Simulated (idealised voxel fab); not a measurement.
voxel ribs on slabs: a process module
For reference, the cross-section in this document is cut, with width 230 nm and square cells of 5 nm.
When this document writes out a cross-section, it uses a grid of square cells and lists it as bands, beginning at the top and moving down, with a band standing for one or more rows of cells. A band entry consists of two parts. The first gives the height of the band's top and the height of its bottom, in nm. The rest lists the band's materials from left to right, each with its width in nm. A single material labelled with the word "everywhere" fills the band from edge to edge, and the word "empty" marks empty space. Heads up on the height convention: 0 is the point under which the incoming wafer is all one material, and the lowest band has no bottom, it just keeps going down, like "top 0, no bottom". You'd read "30->40" like this: the band's top row of cells is as wide as the first number, its bottom row is as wide as the second, and going down, every row changes width by the same amount as the row before did. "no change occurred" -> step changed no cross-section cell. So "Fully sealed cavities" is basically the list of trapped voids: any empty space of 8 cells or more that can't reach the top through an opening. They're written width x height at distance, the distance being from the left edge, and it's all nm. Anything after a step's settings on that line? It's the simulator's own note about the step. overlay nm: step with mask; distance mask lay right of planned place; negative value = left of planned place.
**So here's the lineup of process steps we planned**
1 RECEIVE (material Si)
2 DIRECTIONAL_DEP (material SiO2; thk nm 25)
3 DIRECTIONAL_DEP (material polySi; thk nm 15)
4 PATTERN (tone cover; mask id RIB; material resist; width nm 25; thk nm 15; overlay nm 0)
5 DIRECTIONAL_ETCH (etch materials polySi; depth nm 10)
6 STRIP (etch materials resist)
7 DIRECTIONAL_DEP (material aC; thk nm 15)
8 PATTERN (tone cover; mask id SLAB; material resist; width nm 75; thk nm 30; overlay nm 0)
9 DIRECTIONAL_ETCH (etch materials aC; depth nm 15)
10 STRIP (etch materials resist)
11 DIRECTIONAL_ETCH (etch materials polySi; depth nm 5)
12 STRIP (etch materials aC)
13 FILL_DEP (material SiO2; thk nm 20)
14 CMP (height nm 50)
15 DIRECTIONAL_DEP (material TiN; thk nm 10)
16 PATTERN (tone cover; mask id HEATER; material resist; width nm 35; thk nm 15; overlay nm 0)
17 DIRECTIONAL_ETCH (etch materials TiN; depth nm 10)
18 STRIP (etch materials resist)
19 CONFORMAL_DEP (material SiN; thk nm 10)
The width nm used in step 8 is not the same on every wafer, whereas the starting condition is; the value printed in the plan is the first wafer's.
**As-received state after step 1, first of several wafers, cross-section**
top 0, no bottom  Si everywhere
Fully sealed cavities: none
**After the module's final step, step 19: the first of several wafers in cross-section**
top 70, bottom 60  empty 85; SiN 55; empty 90
top 60, bottom 50  SiN 95; TiN 35; SiN 100
top 50, bottom 40  SiO2 everywhere
top 40, bottom 30  SiO2 100; polySi 25; SiO2 105
top 30, bottom 25  SiO2 75; polySi 75; SiO2 80
top 25, bottom 0  SiO2 everywhere
top 0, no bottom  Si everywhere
Fully sealed cavities: none
**Showing the last wafer in cross-section at the end of the module**
top 70, bottom 60  empty 85; SiN 55; empty 90
top 60, bottom 50  SiN 95; TiN 35; SiN 100
top 50, bottom 40  SiO2 everywhere
top 40, bottom 30  SiO2 100; polySi 25; SiO2 105
top 30, bottom 25  SiO2 65; polySi 100; SiO2 65
top 25, bottom 0  SiO2 everywhere
top 0, no bottom  Si everywhere
Fully sealed cavities: none
**Table: wafers, a row each; end-of-module cell change per material since receipt, gain (+), loss (-); then closed voids**
width nm 75 | +100 SiN | +435 SiO2 | +14 TiN | +25 polySi | Fully sealed cavities: none
width nm 80 | +100 SiN | +434 SiO2 | +14 TiN | +26 polySi | Fully sealed cavities: none
width nm 85 | +100 SiN | +433 SiO2 | +14 TiN | +27 polySi | Fully sealed cavities: none
width nm 90 | +100 SiN | +432 SiO2 | +14 TiN | +28 polySi | Fully sealed cavities: none
width nm 95 | +100 SiN | +431 SiO2 | +14 TiN | +29 polySi | Fully sealed cavities: none
width nm 100 | +100 SiN | +430 SiO2 | +14 TiN | +30 polySi | Fully sealed cavities: none
